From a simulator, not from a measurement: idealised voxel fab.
You're looking at the process module voxel transistor to metal.
FYI the section here is cut, 275 nm wide, cells are 5 nm squares.
Notation: cross-section as square-cell grid; stated in bands, top first, going down; one or more cell rows per band. Band: top height; bottom height; in nm. Then, left to right: material with width in nm, for each material. "throughout": a single material spanning edge to edge. "blank": empty space. We count height from 0. Below that, the starting wafer is all one material. The lowest band never ends at the bottom but goes on down; see "from 0 down" for how that is written. Width spec "30..40" -> top row of cells at first value, bottom row at second value, equal per-row change in between. No cell of the cross-section changed in a step that is given as "no modifications". Voids not open to the top, 8 cells minimum: see "Non-vented voids". Written width x height at distance; distance is from the left edge; nm. Whatever follows a step's settings on its line is a remark the simulator itself makes about that step. A step's line can hold "overlay nm"; with a mask on that step, the setting says how far right of the planned place the mask lay, while a negative setting says it lay to the left. Pairs from here to the end. Each: cross-section before one process step, cross-section after it, the latter only as far down as the lowest band that changed. Under each: the step between, and its settings. Mind that the pairs may be taken from different runs of this module on the same starting wafer; whether a pair continues from the pair above depends on its entry headed "Incoming structure", and it does only where that entry says so.
## Incoming structure
from 0 down | Si throughout
Non-vented voids: none
## Result of Step
from 0 to -5 | SiO2 throughout
Rest of section, below -5: as before.
Non-vented voids: none
The step carried out between the cross-section before it and the cross-section after it, both shown above, is op OXIDIZE | depth nm 5
Incoming structure: taken from the pair above, after panel.
## Result of Step
from 10 to 0 | SiN throughout
Rest of section, below 0: as before.
Non-vented voids: none
The step carried out between the cross-section before it and the cross-section after it, both shown above, is op CONFORMAL_DEP | material SiN | thk nm 10
Incoming structure: taken from the pair above, after panel.
## Result of Step
from 30 to 10 | 15 blank; 105 resist; 30 blank; 105 resist; 20 blank
Rest of section, below 10: as before.
Non-vented voids: none
The step carried out between the cross-section before it and the cross-section after it, both shown above, is op PATTERN | tone cover | mask id ACTIVE | material resist | width nm 105 | pitch nm 135 | thk nm 20 | overlay nm 0
Incoming structure: taken from the pair above, after panel.
## Result of Step
from 30 to 10 | 15 blank; 105 resist; 30 blank; 105 resist; 20 blank
from 10 to 0 | 15 blank; 105 SiN; 30 blank; 105 SiN; 20 blank
Rest of section, below 0: as before.
Non-vented voids: none
The step carried out between the cross-section before it and the cross-section after it, both shown above, is op DIRECTIONAL_ETCH | etch materials SiN | depth nm 10
Incoming structure: taken from the pair above, after panel.
## Result of Step
from 30 to 10 | 15 blank; 105 resist; 30 blank; 105 resist; 20 blank
from 10 to 0 | 15 blank; 105 SiN; 30 blank; 105 SiN; 20 blank
from 0 to -5 | 15 blank; 105 SiO2; 30 blank; 105 SiO2; 20 blank
Rest of section, below -5: as before.
Non-vented voids: none
The step carried out between the cross-section before it and the cross-section after it, both shown above, is op DIRECTIONAL_ETCH | etch materials SiO2 | depth nm 5
Incoming structure: taken from the pair above, after panel.
## Result of Step
from 30 to 10 | 15 blank; 105 resist; 30 blank; 105 resist; 20 blank
from 10 to 0 | 15 blank; 105 SiN; 30 blank; 105 SiN; 20 blank
from 0 to -5 | 15 blank; 105 SiO2; 30 blank; 105 SiO2; 20 blank
from -5 to -40 | 15 blank; 105 Si; 30 blank; 105 Si; 20 blank
Rest of section, below -40: as before.
Non-vented voids: none
The step carried out between the cross-section before it and the cross-section after it, both shown above, is op DIRECTIONAL_ETCH | etch materials Si | depth nm 35
Incoming structure: taken from the pair above, after panel.
## Result of Step
from 10 to 0 | 15 blank; 105 SiN; 30 blank; 105 SiN; 20 blank
Rest of section, below 0: as before.
Non-vented voids: none
The step carried out between the cross-section before it and the cross-section after it, both shown above, is op STRIP | etch materials resist
Incoming structure: taken from the pair above, after panel.
## Result of Step
from 25 to 10 | SiO2 throughout
from 10 to 0 | 15 SiO2; 105 SiN; 30 SiO2; 105 SiN; 20 SiO2
from 0 to -5 | SiO2 throughout
from -5 to -40 | 15 SiO2; 105 Si; 30 SiO2; 105 Si; 20 SiO2
Rest of section, below -40: as before.
Non-vented voids: none
The step carried out between the cross-section before it and the cross-section after it, both shown above, is op FILL_DEP | material SiO2 | thk nm 15
Incoming structure: taken from the pair above, after panel.
## Result of Step
from 10 to 0 | 15 SiO2; 105 SiN; 30 SiO2; 105 SiN; 20 SiO2
Rest of section, below 0: as before.
Non-vented voids: none
The step carried out between the cross-section before it and the cross-section after it, both shown above, is op CMP | height nm 10
Incoming structure: taken from the pair above, after panel.
## Result of Step
from 10 to 5 | 15 blank; 105 SiN; 30 blank; 105 SiN; 20 blank
Rest of section, below 5: as before.
Non-vented voids: none
The step carried out between the cross-section before it and the cross-section after it, both shown above, is op SELECTIVE_ETCH | etch materials SiO2 | depth nm 5
Incoming structure: taken from the pair above, after panel.
## Result of Step
from 5 to 0 | 15 SiO2; 105 blank; 30 SiO2; 105 blank; 20 SiO2
Rest of section, below 0: as before.
Non-vented voids: none
The step carried out between the cross-section before it and the cross-section after it, both shown above, is op STRIP | etch materials SiN
Incoming structure: taken from the pair above, after panel.
## Result of Step
from 0 to -5 | 10 SiO2; 115 blank; 20 SiO2; 115 blank; 15 SiO2
Rest of section, below -5: as before.
Non-vented voids: none
The step carried out between the cross-section before it and the cross-section after it, both shown above, is op SELECTIVE_ETCH | etch materials SiO2 | depth nm 5
Incoming structure: taken from the pair above, after panel.
## Result of Step
from 0 to -5 | 10 SiO2; 115 blank; 20 SiO2; 115 blank; 15 SiO2
from -5 to -10 | SiO2 throughout
Rest of section, below -10: as before.
Non-vented voids: none
The step carried out between the cross-section before it and the cross-section after it, both shown above, is op OXIDIZE | depth nm 5
Incoming structure: taken from the pair above, after panel.
## Result of Step
from 30 to 25 | 10 polySi; 115 blank; 20 polySi; 115 blank; 15 polySi
from 25 to 0 | polySi throughout
from 0 to -5 | 10 SiO2; 115 polySi; 20 SiO2; 115 polySi; 15 SiO2
Rest of section, below -5: as before.
Non-vented voids: none
The step carried out between the cross-section before it and the cross-section after it, both shown above, is op DIRECTIONAL_DEP | material polySi | thk nm 30
Incoming structure: taken from the pair above, after panel.
## Result of Step
from 45 to 40 | 10 SiCN; 115 blank; 20 SiCN; 115 blank; 15 SiCN
from 40 to 30 | SiCN throughout
from 30 to 25 | 10 polySi; 115 SiCN; 20 polySi; 115 SiCN; 15 polySi
Rest of section, below 25: as before.
Non-vented voids: none
The step carried out between the cross-section before it and the cross-section after it, both shown above, is op DIRECTIONAL_DEP | material SiCN | thk nm 15
Incoming structure: taken from the pair above, after panel.
## Result of Step
from 60 to 45 | 50 blank; 35 resist; 100 blank; 35 resist; 55 blank
from 45 to 40 | 10 SiCN; 40 blank; 35 resist; 40 blank; 20 SiCN; 40 blank; 35 resist; 40 blank; 15 SiCN
Rest of section, below 40: as before.
Non-vented voids: none
The step carried out between the cross-section before it and the cross-section after it, both shown above, is op PATTERN | tone cover | mask id GATE | material resist | width nm 35 | pitch nm 135 | thk nm 15 | overlay nm 0
Incoming structure: taken from the pair above, after panel.
## Result of Step
from 60 to 40 | 50 blank; 35 resist; 100 blank; 35 resist; 55 blank
from 40 to 30 | 50 blank; 35 SiCN; 100 blank; 35 SiCN; 55 blank
from 30 to 25 | 10 polySi; 40 blank; 35 SiCN; 40 blank; 20 polySi; 40 blank; 35 SiCN; 40 blank; 15 polySi
Rest of section, below 25: as before.
Non-vented voids: none
The step carried out between the cross-section before it and the cross-section after it, both shown above, is op DIRECTIONAL_ETCH | etch materials SiCN | depth nm 25
Incoming structure: taken from the pair above, after panel.
## Result of Step
from 60 to 40 | 50 blank; 35 resist; 100 blank; 35 resist; 55 blank
from 40 to 25 | 50 blank; 35 SiCN; 100 blank; 35 SiCN; 55 blank
from 25 to 0 | 50 blank; 35 polySi; 100 blank; 35 polySi; 55 blank
from 0 to -5 | 10 SiO2; 40 blank; 35 polySi; 40 blank; 20 SiO2; 40 blank; 35 polySi; 40 blank; 15 SiO2
Rest of section, below -5: as before.
Non-vented voids: none
The step carried out between the cross-section before it and the cross-section after it, both shown above, is op DIRECTIONAL_ETCH | etch materials polySi | depth nm 40
Incoming structure: taken from the pair above, after panel.
## Result of Step
from 40 to 25 | 50 blank; 35 SiCN; 100 blank; 35 SiCN; 55 blank
Rest of section, below 25: as before.
Non-vented voids: none
The step carried out between the cross-section before it and the cross-section after it, both shown above, is op STRIP | etch materials resist
Incoming structure: taken from the pair above, after panel.
## Result of Step
from 45 to 40 | 45 blank; 45 SiO2; 90 blank; 45 SiO2; 50 blank
from 40 to 25 | 45 blank; 5 SiO2; 35 SiCN; 5 SiO2; 90 blank; 5 SiO2; 35 SiCN; 5 SiO2; 50 blank
from 25 to 5 | 45 blank; 5 SiO2; 35 polySi; 5 SiO2; 90 blank; 5 SiO2; 35 polySi; 5 SiO2; 50 blank
from 5 to 0 | 15 SiO2; 30 blank; 5 SiO2; 35 polySi; 5 SiO2; 30 blank; 30 SiO2; 30 blank; 5 SiO2; 35 polySi; 5 SiO2; 30 blank; 20 SiO2
from 0 to -5 | 50 SiO2; 35 polySi; 100 SiO2; 35 polySi; 55 SiO2
Rest of section, below -5: as before.
Non-vented voids: none
The step carried out between the cross-section before it and the cross-section after it, both shown above, is op CONFORMAL_DEP | material SiO2 | thk nm 5
Incoming structure: taken from the pair above, after panel.
## Result of Step
from 40 to 25 | 45 blank; 5 SiO2; 35 SiCN; 5 SiO2; 90 blank; 5 SiO2; 35 SiCN; 5 SiO2; 50 blank
from 25 to 0 | 45 blank; 5 SiO2; 35 polySi; 5 SiO2; 90 blank; 5 SiO2; 35 polySi; 5 SiO2; 50 blank
from 0 to -5 | 15 SiO2; 30 blank; 5 SiO2; 35 polySi; 5 SiO2; 30 blank; 30 SiO2; 30 blank; 5 SiO2; 35 polySi; 5 SiO2; 30 blank; 20 SiO2
Rest of section, below -5: as before.
Non-vented voids: none
The step carried out between the cross-section before it and the cross-section after it, both shown above, is op DIRECTIONAL_ETCH | etch materials SiO2 | depth nm 5
Incoming structure: taken from the pair above, after panel.
## Result of Step
from 45 to 40 | 40 blank; 55 SiN; 80 blank; 55 SiN; 45 blank
from 40 to 25 | 40 blank; 5 SiN; 5 SiO2; 35 SiCN; 5 SiO2; 5 SiN; 80 blank; 5 SiN; 5 SiO2; 35 SiCN; 5 SiO2; 5 SiN; 45 blank
from 25 to 5 | 40 blank; 5 SiN; 5 SiO2; 35 polySi; 5 SiO2; 5 SiN; 80 blank; 5 SiN; 5 SiO2; 35 polySi; 5 SiO2; 5 SiN; 45 blank
from 5 to 0 | 20 SiN; 20 blank; 5 SiN; 5 SiO2; 35 polySi; 5 SiO2; 5 SiN; 20 blank; 40 SiN; 20 blank; 5 SiN; 5 SiO2; 35 polySi; 5 SiO2; 5 SiN; 20 blank; 25 SiN
from 0 to -5 | 15 SiO2; 30 SiN; 5 SiO2; 35 polySi; 5 SiO2; 30 SiN; 30 SiO2; 30 SiN; 5 SiO2; 35 polySi; 5 SiO2; 30 SiN; 20 SiO2
Rest of section, below -5: as before.
Non-vented voids: none
The step carried out between the cross-section before it and the cross-section after it, both shown above, is op CONFORMAL_DEP | material SiN | thk nm 5
Incoming structure: taken from the pair above, after panel.
## Result of Step
from 40 to 25 | 40 blank; 5 SiN; 5 SiO2; 35 SiCN; 5 SiO2; 5 SiN; 80 blank; 5 SiN; 5 SiO2; 35 SiCN; 5 SiO2; 5 SiN; 45 blank
from 25 to 0 | 40 blank; 5 SiN; 5 SiO2; 35 polySi; 5 SiO2; 5 SiN; 80 blank; 5 SiN; 5 SiO2; 35 polySi; 5 SiO2; 5 SiN; 45 blank
from 0 to -5 | 15 SiO2; 5 SiN; 20 blank; 5 SiN; 5 SiO2; 35 polySi; 5 SiO2; 5 SiN; 20 blank; 5 SiN; 30 SiO2; 5 SiN; 20 blank; 5 SiN; 5 SiO2; 35 polySi; 5 SiO2; 5 SiN; 20 blank; 5 SiN; 20 SiO2
Rest of section, below -5: as before.
Non-vented voids: none
The step carried out between the cross-section before it and the cross-section after it, both shown above, is op DIRECTIONAL_ETCH | etch materials SiN | depth nm 5
Incoming structure: taken from the pair above, after panel.
## Result of Step
from 40 to 35 | 40 blank; 5 SiN; 5 blank; 35 SiCN; 5 blank; 5 SiN; 80 blank; 5 SiN; 5 blank; 35 SiCN; 5 blank; 5 SiN; 45 blank
from 35 to 25 | 40 blank; 5 SiN; 5 SiO2; 35 SiCN; 5 SiO2; 5 SiN; 80 blank; 5 SiN; 5 SiO2; 35 SiCN; 5 SiO2; 5 SiN; 45 blank
from 25 to 0 | 40 blank; 5 SiN; 5 SiO2; 35 polySi; 5 SiO2; 5 SiN; 80 blank; 5 SiN; 5 SiO2; 35 polySi; 5 SiO2; 5 SiN; 45 blank
from 0 to -5 | 15 blank; 5 SiN; 20 blank; 5 SiN; 5 SiO2; 35 polySi; 5 SiO2; 5 SiN; 20 blank; 5 SiN; 30 blank; 5 SiN; 20 blank; 5 SiN; 5 SiO2; 35 polySi; 5 SiO2; 5 SiN; 20 blank; 5 SiN; 20 blank
from -5 to -10 | 20 SiO2; 20 blank; 55 SiO2; 20 blank; 40 SiO2; 20 blank; 55 SiO2; 20 blank; 25 SiO2
Rest of section, below -10: as before.
Non-vented voids: none
The step carried out between the cross-section before it and the cross-section after it, both shown above, is op DIRECTIONAL_ETCH | etch materials SiO2 | depth nm 5
Incoming structure: taken from the pair above, after panel.
## Result of Step
from 40 to 35 | 40 blank; 5 SiN; 5 blank; 35 SiCN; 5 blank; 5 SiN; 80 blank; 5 SiN; 5 blank; 35 SiCN; 5 blank; 5 SiN; 45 blank
from 35 to 25 | 40 blank; 5 SiN; 5 SiO2; 35 SiCN; 5 SiO2; 5 SiN; 80 blank; 5 SiN; 5 SiO2; 35 SiCN; 5 SiO2; 5 SiN; 45 blank
from 25 to 0 | 40 blank; 5 SiN; 5 SiO2; 35 polySi; 5 SiO2; 5 SiN; 80 blank; 5 SiN; 5 SiO2; 35 polySi; 5 SiO2; 5 SiN; 45 blank
from 0 to -5 | 15 blank; 5 SiN; 20 blank; 5 SiN; 5 SiO2; 35 polySi; 5 SiO2; 5 SiN; 20 blank; 5 SiN; 30 blank; 5 SiN; 20 blank; 5 SiN; 5 SiO2; 35 polySi; 5 SiO2; 5 SiN; 20 blank; 5 SiN; 20 blank
from -5 to -10 | 20 SiO2; 20 blank; 55 SiO2; 20 blank; 40 SiO2; 20 blank; 55 SiO2; 20 blank; 25 SiO2
from -10 to -20 | 15 SiO2; 5 Si; 20 blank; 55 Si; 20 blank; 5 Si; 30 SiO2; 5 Si; 20 blank; 55 Si; 20 blank; 5 Si; 20 SiO2
Rest of section, below -20: as before.
Non-vented voids: none
The step carried out between the cross-section before it and the cross-section after it, both shown above, is op DIRECTIONAL_ETCH | etch materials Si | depth nm 10
Incoming structure: taken from the pair above, after panel.
## Result of Step
from 40 to 35 | 40 blank; 5 SiN; 5 blank; 35 SiCN; 5 blank; 5 SiN; 80 blank; 5 SiN; 5 blank; 35 SiCN; 5 blank; 5 SiN; 45 blank
from 35 to 25 | 40 blank; 5 SiN; 5 SiO2; 35 SiCN; 5 SiO2; 5 SiN; 80 blank; 5 SiN; 5 SiO2; 35 SiCN; 5 SiO2; 5 SiN; 45 blank
from 25 to 0 | 40 blank; 5 SiN; 5 SiO2; 35 polySi; 5 SiO2; 5 SiN; 80 blank; 5 SiN; 5 SiO2; 35 polySi; 5 SiO2; 5 SiN; 45 blank
from 0 to -5 | 15 blank; 5 SiN; 20 nSi; 5 SiN; 5 SiO2; 35 polySi; 5 SiO2; 5 SiN; 20 nSi; 5 SiN; 30 blank; 5 SiN; 20 nSi; 5 SiN; 5 SiO2; 35 polySi; 5 SiO2; 5 SiN; 20 nSi; 5 SiN; 20 blank
from -5 to -10 | 20 SiO2; 20 nSi; 55 SiO2; 20 nSi; 40 SiO2; 20 nSi; 55 SiO2; 20 nSi; 25 SiO2
from -10 to -20 | 15 SiO2; 5 Si; 20 nSi; 55 Si; 20 nSi; 5 Si; 30 SiO2; 5 Si; 20 nSi; 55 Si; 20 nSi; 5 Si; 20 SiO2
Rest of section, below -20: as before.
Non-vented voids: none
The step carried out between the cross-section before it and the cross-section after it, both shown above, is op EPI | material nSi | thk nm 10
Incoming structure: taken from the pair above, after panel.
## Result of Step
from 50 to 40 | SiO2 throughout
from 40 to 25 | 40 SiO2; 5 SiN; 5 SiO2; 35 SiCN; 5 SiO2; 5 SiN; 80 SiO2; 5 SiN; 5 SiO2; 35 SiCN; 5 SiO2; 5 SiN; 45 SiO2
from 25 to 0 | 40 SiO2; 5 SiN; 5 SiO2; 35 polySi; 5 SiO2; 5 SiN; 80 SiO2; 5 SiN; 5 SiO2; 35 polySi; 5 SiO2; 5 SiN; 45 SiO2
from 0 to -5 | 15 SiO2; 5 SiN; 20 nSi; 5 SiN; 5 SiO2; 35 polySi; 5 SiO2; 5 SiN; 20 nSi; 5 SiN; 30 SiO2; 5 SiN; 20 nSi; 5 SiN; 5 SiO2; 35 polySi; 5 SiO2; 5 SiN; 20 nSi; 5 SiN; 20 SiO2
Rest of section, below -5: as before.
Non-vented voids: none
The step carried out between the cross-section before it and the cross-section after it, both shown above, is op FILL_DEP | material SiO2 | thk nm 10
Incoming structure: taken from the pair above, after panel.
## Result of Step
from 25 to 0 | 40 SiO2; 5 SiN; 5 SiO2; 35 polySi; 5 SiO2; 5 SiN; 80 SiO2; 5 SiN; 5 SiO2; 35 polySi; 5 SiO2; 5 SiN; 45 SiO2
Rest of section, below 0: as before.
Non-vented voids: none
The step carried out between the cross-section before it and the cross-section after it, both shown above, is op CMP | height nm 25
Incoming structure: taken from the pair above, after panel.
## Result of Step
from 25 to 0 | 40 SiO2; 5 SiN; 5 SiO2; 35 blank; 5 SiO2; 5 SiN; 80 SiO2; 5 SiN; 5 SiO2; 35 blank; 5 SiO2; 5 SiN; 45 SiO2
from 0 to -5 | 15 SiO2; 5 SiN; 20 nSi; 5 SiN; 5 SiO2; 35 blank; 5 SiO2; 5 SiN; 20 nSi; 5 SiN; 30 SiO2; 5 SiN; 20 nSi; 5 SiN; 5 SiO2; 35 blank; 5 SiO2; 5 SiN; 20 nSi; 5 SiN; 20 SiO2
Rest of section, below -5: as before.
Non-vented voids: none
The step carried out between the cross-section before it and the cross-section after it, both shown above, is op STRIP | etch materials polySi
Incoming structure: taken from the pair above, after panel.
## Result of Step
from 25 to 20 | 40 blank; 5 SiN; 45 blank; 5 SiN; 80 blank; 5 SiN; 45 blank; 5 SiN; 45 blank
from 20 to 0 | 40 SiO2; 5 SiN; 45 blank; 5 SiN; 80 SiO2; 5 SiN; 45 blank; 5 SiN; 45 SiO2
from 0 to -5 | 15 SiO2; 5 SiN; 20 nSi; 5 SiN; 45 blank; 5 SiN; 20 nSi; 5 SiN; 30 SiO2; 5 SiN; 20 nSi; 5 SiN; 45 blank; 5 SiN; 20 nSi; 5 SiN; 20 SiO2
from -5 to -10 | 20 SiO2; 20 nSi; 5 SiO2; 45 blank; 5 SiO2; 20 nSi; 40 SiO2; 20 nSi; 5 SiO2; 45 blank; 5 SiO2; 20 nSi; 25 SiO2
Rest of section, below -10: as before.
Non-vented voids: none
The step carried out between the cross-section before it and the cross-section after it, both shown above, is op SELECTIVE_ETCH | etch materials SiO2 | depth nm 5
Incoming structure: taken from the pair above, after panel.
## Result of Step
from 30 to 25 | 35 blank; 15 HfO2; 35 blank; 15 HfO2; 70 blank; 15 HfO2; 35 blank; 15 HfO2; 40 blank
from 25 to 20 | 40 HfO2; 5 SiN; 5 HfO2; 35 blank; 5 HfO2; 5 SiN; 80 HfO2; 5 SiN; 5 HfO2; 35 blank; 5 HfO2; 5 SiN; 45 HfO2
from 20 to 0 | 40 SiO2; 5 SiN; 5 HfO2; 35 blank; 5 HfO2; 5 SiN; 80 SiO2; 5 SiN; 5 HfO2; 35 blank; 5 HfO2; 5 SiN; 45 SiO2
from 0 to -5 | 15 SiO2; 5 SiN; 20 nSi; 5 SiN; 5 HfO2; 35 blank; 5 HfO2; 5 SiN; 20 nSi; 5 SiN; 30 SiO2; 5 SiN; 20 nSi; 5 SiN; 5 HfO2; 35 blank; 5 HfO2; 5 SiN; 20 nSi; 5 SiN; 20 SiO2
from -5 to -10 | 20 SiO2; 20 nSi; 5 SiO2; 45 HfO2; 5 SiO2; 20 nSi; 40 SiO2; 20 nSi; 5 SiO2; 45 HfO2; 5 SiO2; 20 nSi; 25 SiO2
Rest of section, below -10: as before.
Non-vented voids: none
The step carried out between the cross-section before it and the cross-section after it, both shown above, is op CONFORMAL_DEP | material HfO2 | thk nm 5
Incoming structure: taken from the pair above, after panel.
## Result of Step
from 35 to 30 | 30 blank; 25 TiN; 25 blank; 25 TiN; 60 blank; 25 TiN; 25 blank; 25 TiN; 35 blank
from 30 to 25 | 35 TiN; 15 HfO2; 5 TiN; 25 blank; 5 TiN; 15 HfO2; 70 TiN; 15 HfO2; 5 TiN; 25 blank; 5 TiN; 15 HfO2; 40 TiN
from 25 to 20 | 40 HfO2; 5 SiN; 5 HfO2; 5 TiN; 25 blank; 5 TiN; 5 HfO2; 5 SiN; 80 HfO2; 5 SiN; 5 HfO2; 5 TiN; 25 blank; 5 TiN; 5 HfO2; 5 SiN; 45 HfO2
from 20 to 0 | 40 SiO2; 5 SiN; 5 HfO2; 5 TiN; 25 blank; 5 TiN; 5 HfO2; 5 SiN; 80 SiO2; 5 SiN; 5 HfO2; 5 TiN; 25 blank; 5 TiN; 5 HfO2; 5 SiN; 45 SiO2
from 0 to -5 | 15 SiO2; 5 SiN; 20 nSi; 5 SiN; 5 HfO2; 35 TiN; 5 HfO2; 5 SiN; 20 nSi; 5 SiN; 30 SiO2; 5 SiN; 20 nSi; 5 SiN; 5 HfO2; 35 TiN; 5 HfO2; 5 SiN; 20 nSi; 5 SiN; 20 SiO2
Rest of section, below -5: as before.
Non-vented voids: none
The step carried out between the cross-section before it and the cross-section after it, both shown above, is op CONFORMAL_DEP | material TiN | thk nm 5
Incoming structure: taken from the pair above, after panel.
## Result of Step
from 45 to 35 | W throughout
from 35 to 30 | 30 W; 25 TiN; 25 W; 25 TiN; 60 W; 25 TiN; 25 W; 25 TiN; 35 W
from 30 to 25 | 35 TiN; 15 HfO2; 5 TiN; 25 W; 5 TiN; 15 HfO2; 70 TiN; 15 HfO2; 5 TiN; 25 W; 5 TiN; 15 HfO2; 40 TiN
from 25 to 20 | 40 HfO2; 5 SiN; 5 HfO2; 5 TiN; 25 W; 5 TiN; 5 HfO2; 5 SiN; 80 HfO2; 5 SiN; 5 HfO2; 5 TiN; 25 W; 5 TiN; 5 HfO2; 5 SiN; 45 HfO2
from 20 to 0 | 40 SiO2; 5 SiN; 5 HfO2; 5 TiN; 25 W; 5 TiN; 5 HfO2; 5 SiN; 80 SiO2; 5 SiN; 5 HfO2; 5 TiN; 25 W; 5 TiN; 5 HfO2; 5 SiN; 45 SiO2
Rest of section, below 0: as before.
Non-vented voids: none
The step carried out between the cross-section before it and the cross-section after it, both shown above, is op FILL_DEP | material W | thk nm 10
Incoming structure: taken from the pair above, after panel.
## Result of Step
from 20 to 0 | 40 SiO2; 5 SiN; 5 HfO2; 5 TiN; 25 W; 5 TiN; 5 HfO2; 5 SiN; 80 SiO2; 5 SiN; 5 HfO2; 5 TiN; 25 W; 5 TiN; 5 HfO2; 5 SiN; 45 SiO2
Rest of section, below 0: as before.
Non-vented voids: none
The step carried out between the cross-section before it and the cross-section after it, both shown above, is op CMP | height nm 20
Incoming structure: taken from the pair above, after panel.
## Result of Step
from 30 to 20 | SiO2 throughout
Rest of section, below 20: as before.
Non-vented voids: none
The step carried out between the cross-section before it and the cross-section after it, both shown above, is op DIRECTIONAL_DEP | material SiO2 | thk nm 10
Incoming structure: taken from the pair above, after panel.
## Result of Step
from 45 to 30 | 20 resist; 15 blank; 65 resist; 15 blank; 40 resist; 15 blank; 65 resist; 15 blank; 25 resist
Rest of section, below 30: as before.
Non-vented voids: none
The step carried out between the cross-section before it and the cross-section after it, both shown above, is op PATTERN | tone open | mask id CONTACT | material resist | width nm 15 | thk nm 15 | overlay nm 0
Incoming structure: taken from the pair above, after panel.
## Result of Step
from 45 to 30 | 20 resist; 15 blank; 65 resist; 15 blank; 40 resist; 15 blank; 65 resist; 15 blank; 25 resist
from 30 to 20 | 20 SiO2; 15 blank; 65 SiO2; 15 blank; 40 SiO2; 15 blank; 65 SiO2; 15 blank; 25 SiO2
from 20 to 0 | 20 SiO2; 15 blank; 5 SiO2; 5 SiN; 5 HfO2; 5 TiN; 25 W; 5 TiN; 5 HfO2; 5 SiN; 5 SiO2; 15 blank; 40 SiO2; 15 blank; 5 SiO2; 5 SiN; 5 HfO2; 5 TiN; 25 W; 5 TiN; 5 HfO2; 5 SiN; 5 SiO2; 15 blank; 25 SiO2
Rest of section, below 0: as before.
Non-vented voids: none
The step carried out between the cross-section before it and the cross-section after it, both shown above, is op DIRECTIONAL_ETCH | etch materials SiO2 | depth nm 30
Incoming structure: taken from the pair above, after panel.
## Result of Step
from 30 to 20 | 20 SiO2; 15 blank; 65 SiO2; 15 blank; 40 SiO2; 15 blank; 65 SiO2; 15 blank; 25 SiO2
Rest of section, below 20: as before.
Non-vented voids: none
The step carried out between the cross-section before it and the cross-section after it, both shown above, is op STRIP | etch materials resist
Incoming structure: taken from the pair above, after panel.
## Result of Step
from 35 to 30 | 25 TiN; 5 blank; 75 TiN; 5 blank; 50 TiN; 5 blank; 75 TiN; 5 blank; 30 TiN
from 30 to 20 | 20 SiO2; 5 TiN; 5 blank; 5 TiN; 65 SiO2; 5 TiN; 5 blank; 5 TiN; 40 SiO2; 5 TiN; 5 blank; 5 TiN; 65 SiO2; 5 TiN; 5 blank; 5 TiN; 25 SiO2
from 20 to 5 | 20 SiO2; 5 TiN; 5 blank; 5 TiN; 5 SiO2; 5 SiN; 5 HfO2; 5 TiN; 25 W; 5 TiN; 5 HfO2; 5 SiN; 5 SiO2; 5 TiN; 5 blank; 5 TiN; 40 SiO2; 5 TiN; 5 blank; 5 TiN; 5 SiO2; 5 SiN; 5 HfO2; 5 TiN; 25 W; 5 TiN; 5 HfO2; 5 SiN; 5 SiO2; 5 TiN; 5 blank; 5 TiN; 25 SiO2
from 5 to 0 | 20 SiO2; 15 TiN; 5 SiO2; 5 SiN; 5 HfO2; 5 TiN; 25 W; 5 TiN; 5 HfO2; 5 SiN; 5 SiO2; 15 TiN; 40 SiO2; 15 TiN; 5 SiO2; 5 SiN; 5 HfO2; 5 TiN; 25 W; 5 TiN; 5 HfO2; 5 SiN; 5 SiO2; 15 TiN; 25 SiO2
Rest of section, below 0: as before.
Non-vented voids: none
The step carried out between the cross-section before it and the cross-section after it, both shown above, is op CONFORMAL_DEP | material TiN | thk nm 5
Incoming structure: taken from the pair above, after panel.
## Result of Step
from 45 to 35 | W throughout
from 35 to 30 | 25 TiN; 5 W; 75 TiN; 5 W; 50 TiN; 5 W; 75 TiN; 5 W; 30 TiN
from 30 to 20 | 20 SiO2; 5 TiN; 5 W; 5 TiN; 65 SiO2; 5 TiN; 5 W; 5 TiN; 40 SiO2; 5 TiN; 5 W; 5 TiN; 65 SiO2; 5 TiN; 5 W; 5 TiN; 25 SiO2
from 20 to 5 | 20 SiO2; 5 TiN; 5 W; 5 TiN; 5 SiO2; 5 SiN; 5 HfO2; 5 TiN; 25 W; 5 TiN; 5 HfO2; 5 SiN; 5 SiO2; 5 TiN; 5 W; 5 TiN; 40 SiO2; 5 TiN; 5 W; 5 TiN; 5 SiO2; 5 SiN; 5 HfO2; 5 TiN; 25 W; 5 TiN; 5 HfO2; 5 SiN; 5 SiO2; 5 TiN; 5 W; 5 TiN; 25 SiO2
Rest of section, below 5: as before.
Non-vented voids: none
The step carried out between the cross-section before it and the cross-section after it, both shown above, is op FILL_DEP | material W | thk nm 10
Incoming structure: taken from the pair above, after panel.
## Result of Step
from 30 to 20 | 20 SiO2; 5 TiN; 5 W; 5 TiN; 65 SiO2; 5 TiN; 5 W; 5 TiN; 40 SiO2; 5 TiN; 5 W; 5 TiN; 65 SiO2; 5 TiN; 5 W; 5 TiN; 25 SiO2
Rest of section, below 20: as before.
Non-vented voids: none
The step carried out between the cross-section before it and the cross-section after it, both shown above, is op CMP | height nm 30
Incoming structure: taken from the pair above, after panel.
## Result of Step
from 35 to 30 | TiN throughout
Rest of section, below 30: as before.
Non-vented voids: none
The step carried out between the cross-section before it and the cross-section after it, both shown above, is op DIRECTIONAL_DEP | material TiN | thk nm 5
Incoming structure: taken from the pair above, after panel.
## Result of Step
from 60 to 35 | Ru throughout
Rest of section, below 35: as before.
Non-vented voids: none
The step carried out between the cross-section before it and the cross-section after it, both shown above, is op DIRECTIONAL_DEP | material Ru | thk nm 25
Incoming structure: taken from the pair above, after panel.
## Result of Step
from 75 to 60 | aC throughout
Rest of section, below 60: as before.
Non-vented voids: none
The step carried out between the cross-section before it and the cross-section after it, both shown above, is op DIRECTIONAL_DEP | material aC | thk nm 15
Incoming structure: taken from the pair above, after panel.
## Result of Step
from 110 to 75 | 20 blank; 15 resist; 65 blank; 15 resist; 40 blank; 15 resist; 65 blank; 15 resist; 25 blank
Rest of section, below 75: as before.
Non-vented voids: none
The step carried out between the cross-section before it and the cross-section after it, both shown above, is op PATTERN | tone cover | mask id METAL_1 | material resist | width nm 15 | thk nm 35 | overlay nm 0
Incoming structure: taken from the pair above, after panel.
## Result of Step
from 95 to 75 | 20 blank; 15 resist; 65 blank; 15 resist; 40 blank; 15 resist; 65 blank; 15 resist; 25 blank
from 75 to 60 | 20 blank; 15 aC; 65 blank; 15 aC; 40 blank; 15 aC; 65 blank; 15 aC; 25 blank
Rest of section, below 60: as before.
Non-vented voids: none
The step carried out between the cross-section before it and the cross-section after it, both shown above, is op DIRECTIONAL_ETCH | etch materials aC | depth nm 15
Incoming structure: taken from the pair above, after panel.
## Result of Step
from 75 to 60 | 20 blank; 15 aC; 65 blank; 15 aC; 40 blank; 15 aC; 65 blank; 15 aC; 25 blank
Rest of section, below 60: as before.
Non-vented voids: none
The step carried out between the cross-section before it and the cross-section after it, both shown above, is op STRIP | etch materials resist
